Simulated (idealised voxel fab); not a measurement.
The following is a process module called voxel self aligned contacts.
Cross-section cut: width 230 nm, square cells of 5 nm.
How to read a cross-section here: the picture is a grid of square cells, written as bands going from the top down, and any band can span one or more rows of cells. Each band's line starts with the height of the band's top and of its bottom, in nm. Then come its materials from left to right, each with its width in nm. One material with "full width" fills the band from edge to edge. "air" is empty space. Below 0: as-received wafer, all one material; heights counted from there. Lowest band: no bottom, goes on down, written "0 nm and below". The two numbers in a width such as "30 to 40" mark its ends across the band: the first belongs to the top row of cells, the second to the bottom row, and from each row to the next the width moves by the same amount. Where a step carries "no modification", the cross-section came out of it unchanged, cell for cell. The label "Trapped voids" introduces a list of the empty spaces, 8 cells or larger, that have no open way up to the top; each entry in it reads width x height at distance, where the distance is taken from the left edge and all three are stated in nm. Note: text after step settings on the step line = simulator remark on that step. Steps that use a mask can have "overlay nm" on their line. It says how far the mask sat to the right of where it was meant to be. Negative means to the left.
Process steps - plan
1 RECEIVE with material Si
2 OXIDIZE with depth nm 5
3 DIRECTIONAL_DEP with material polySi, thk nm 20
4 DIRECTIONAL_DEP with material SiN, thk nm 25
5 PATTERN with tone cover, mask id GATE, material resist, width nm 35, pitch nm 70, thk nm 15, overlay nm 0
6 DIRECTIONAL_ETCH with etch materials SiN, depth nm 25
7 DIRECTIONAL_ETCH with etch materials polySi, depth nm 20
8 STRIP with etch materials resist
9 CONFORMAL_DEP with material SiN, thk nm 10
10 DIRECTIONAL_ETCH with etch materials SiN, depth nm 10
11 FILL_DEP with material SiO2, thk nm 10
12 CMP with height nm 50
13 DIRECTIONAL_DEP with material aC, thk nm 15
14 PATTERN with tone open, mask id CONTACT, material resist, width nm 55, pitch nm 70, thk nm 35, overlay nm 0
15 DIRECTIONAL_ETCH with etch materials aC, depth nm 15
16 STRIP with etch materials resist
17 DIRECTIONAL_ETCH with etch materials SiO2, depth nm 55
18 STRIP with etch materials aC
19 CONFORMAL_DEP with material TiN, thk nm 5
20 FILL_DEP with material W, thk nm 5
21 CMP with height nm 50
22 CONFORMAL_DEP with material SiN, thk nm 5
Step 1 complete: cross-section of the wafer as received
* 0 nm and below  Si full width
* Trapped voids: none
First of two wafers at the end of the module, shown in cross-section; run carried out as planned
* 55 nm to 50 nm  SiN full width
* 50 nm to 45 nm  SiO2=50 / TiN=25 / W=5 / TiN=25 / SiO2=15 / TiN=25 / W=5 / TiN=25 / SiO2=55
* 45 nm to 20 nm  SiO2=15 / SiN=55 / TiN=5 / W=5 / TiN=5 / SiN=55 / TiN=5 / W=5 / TiN=5 / SiN=55 / SiO2=20
* 20 nm to 0 nm  SiO2=15 / SiN=10 / polySi=35 / SiN=10 / TiN=5 / W=5 / TiN=5 / SiN=10 / polySi=35 / SiN=10 / TiN=5 / W=5 / TiN=5 / SiN=10 / polySi=35 / SiN=10 / SiO2=20
* 0 nm to -5 nm  SiO2=70 / TiN=15 / SiO2=55 / TiN=15 / SiO2=75
* -5 nm and below  Si full width
* Trapped voids: none
Cross-sectional image of the second wafer of the two following completion of the module. Starting state and process plan were the same as for the first wafer; one execution error occurred
* 55 nm to 50 nm  SiN full width
* 50 nm to 25 nm  SiO2=50 / TiN=5 / W=45 / TiN=5 / SiO2=15 / TiN=5 / W=45 / TiN=5 / SiO2=55
* 25 nm to 20 nm  SiO2=50 / TiN=55 / SiO2=15 / TiN=55 / SiO2=55
* 20 nm to 0 nm  polySi full width
* 0 nm to -5 nm  SiO2 full width
* -5 nm and below  Si full width
* Trapped voids: none
Processing error: step 4 did not use the planned setting and instead ran as DIRECTIONAL_DEP with material SiO2, thk nm 25
Materials where the second wafer ends with more or fewer cells than the first: SiN: 213 fewer; SiO2: 63 more; TiN: 20 fewer; W: 70 more; polySi: 100 more
